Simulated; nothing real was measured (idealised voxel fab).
process module | voxel fin reveal
cross-section cut | 155 nm wide | cells 5 nm
A cross-section is a grid of square cells, given in bands from the top down. A band is one or more rows of cells.
Each band's line starts with the height of the band's top and of its bottom, in nm. Then come its materials from left to right, each with its width in nm. One material with "throughout" fills the band from edge to edge. "air" is empty space.
Height 0 is the level under which the wafer as received is all one material. The lowest band goes on downwards, as in "0 down".
A width such as "30 to 40" changes by the same amount from each row of cells to the next, from the band's top row to its bottom row.
"no change" after a step means that no cell of the cross-section changed.
closed voids: empty space of 8 cells or more with no open way to the top, each as width x height at its distance from the left edge, in nm
after a step's settings: what the simulator itself notes on the step
overlay nm, on a step with a mask: how far to the right of its planned place the mask lay; to the left if negative
plan
1 op RECEIVE | material Si
2 op CONFORMAL_DEP | material SiN | thk nm 10
3 op MASKED_ETCH | tone cover | mask id FINS | width nm 15 | pitch nm 35 | etch materials SiN | depth nm 10 | overlay nm 0
4 op MASKED_ETCH | tone cover | mask id FINS | width nm 15 | pitch nm 35 | etch materials Si | depth nm 30 | overlay nm 0
5 op OXIDIZE | depth nm 5
6 op FILL_DEP | material SiO2 | thk nm 15
7 op CMP | height nm 10
8 op SELECTIVE_ETCH | etch materials SiO2 | depth nm 25
9 op STRIP | etch materials SiN
first wafer, as planned
as received, after step 1
  0 down: Si throughout
  closed voids: none
after step 2
  10 to 0: SiN throughout
  below 0: unchanged
after step 3
  10 to 0: air 35 | SiN 15 | air 20 | SiN 15 | air 20 | SiN 15 | air 35
  below 0: unchanged
after step 4
  10 to 0: air 35 | SiN 15 | air 20 | SiN 15 | air 20 | SiN 15 | air 35
  0 to -30: air 35 | Si 15 | air 20 | Si 15 | air 20 | Si 15 | air 35
  below -30: unchanged
after step 5
  10 to 0: air 35 | SiN 15 | air 20 | SiN 15 | air 20 | SiN 15 | air 35
  0 to -30: air 35 | SiO2 5 | Si 5 | SiO2 5 | air 20 | SiO2 5 | Si 5 | SiO2 5 | air 20 | SiO2 5 | Si 5 | SiO2 5 | air 35
  -30 to -35: SiO2 40 | Si 5 | SiO2 30 | Si 5 | SiO2 30 | Si 5 | SiO2 40
  below -35: unchanged
after step 6
  25 to 10: SiO2 throughout
  10 to 0: SiO2 35 | SiN 15 | SiO2 20 | SiN 15 | SiO2 20 | SiN 15 | SiO2 35
  0 to -35: SiO2 40 | Si 5 | SiO2 30 | Si 5 | SiO2 30 | Si 5 | SiO2 40
  below -35: unchanged
after step 7
  10 to 0: SiO2 35 | SiN 15 | SiO2 20 | SiN 15 | SiO2 20 | SiN 15 | SiO2 35
  below 0: unchanged
after step 8
  10 to 0: air 35 | SiN 15 | air 20 | SiN 15 | air 20 | SiN 15 | air 35
  0 to -15: air 40 | Si 5 | air 30 | Si 5 | air 30 | Si 5 | air 40
  below -15: unchanged
after step 9
  0 to -15: air 40 | Si 5 | air 30 | Si 5 | air 30 | Si 5 | air 40
  below -15: unchanged
second wafer: like start, like plan, one mistake. Through step 2 it matches the first wafer
when step 3 should have ended
  10 to 0: SiN 35 | air 15 | SiN 20 | air 15 | SiN 20 | air 15 | SiN 35
  below 0: unchanged
when step 4 should have ended: no change
when step 5 should have ended
  10 to 0: SiN 35 | air 15 | SiN 20 | air 15 | SiN 20 | air 15 | SiN 35
  0 to -5: Si 30 | SiO2 25 | Si 10 | SiO2 25 | Si 10 | SiO2 25 | Si 30
  below -5: unchanged
when step 6 should have ended
  25 to 10: SiO2 throughout
  10 to 0: SiN 35 | SiO2 15 | SiN 20 | SiO2 15 | SiN 20 | SiO2 15 | SiN 35
  below 0: unchanged
when step 7 should have ended
  10 to 0: SiN 35 | SiO2 15 | SiN 20 | SiO2 15 | SiN 20 | SiO2 15 | SiN 35
  below 0: unchanged
when step 8 should have ended
  10 to 0: SiN 35 | air 15 | SiN 20 | air 15 | SiN 20 | air 15 | SiN 35
  0 to -5: Si 30 | air 25 | Si 10 | air 25 | Si 10 | air 25 | Si 30
  below -5: unchanged
when step 9 should have ended
  0 to -5: Si 30 | air 25 | Si 10 | air 25 | Si 10 | air 25 | Si 30
  below -5: unchanged
what went wrong: step 3 ran as: op MASKED_ETCH | tone open | mask id FINS | width nm 15 | pitch nm 35 | etch materials SiN | depth nm 10 | overlay nm 0
at the end the second wafer has, in cells: 181 more of Si | 112 fewer of SiO2
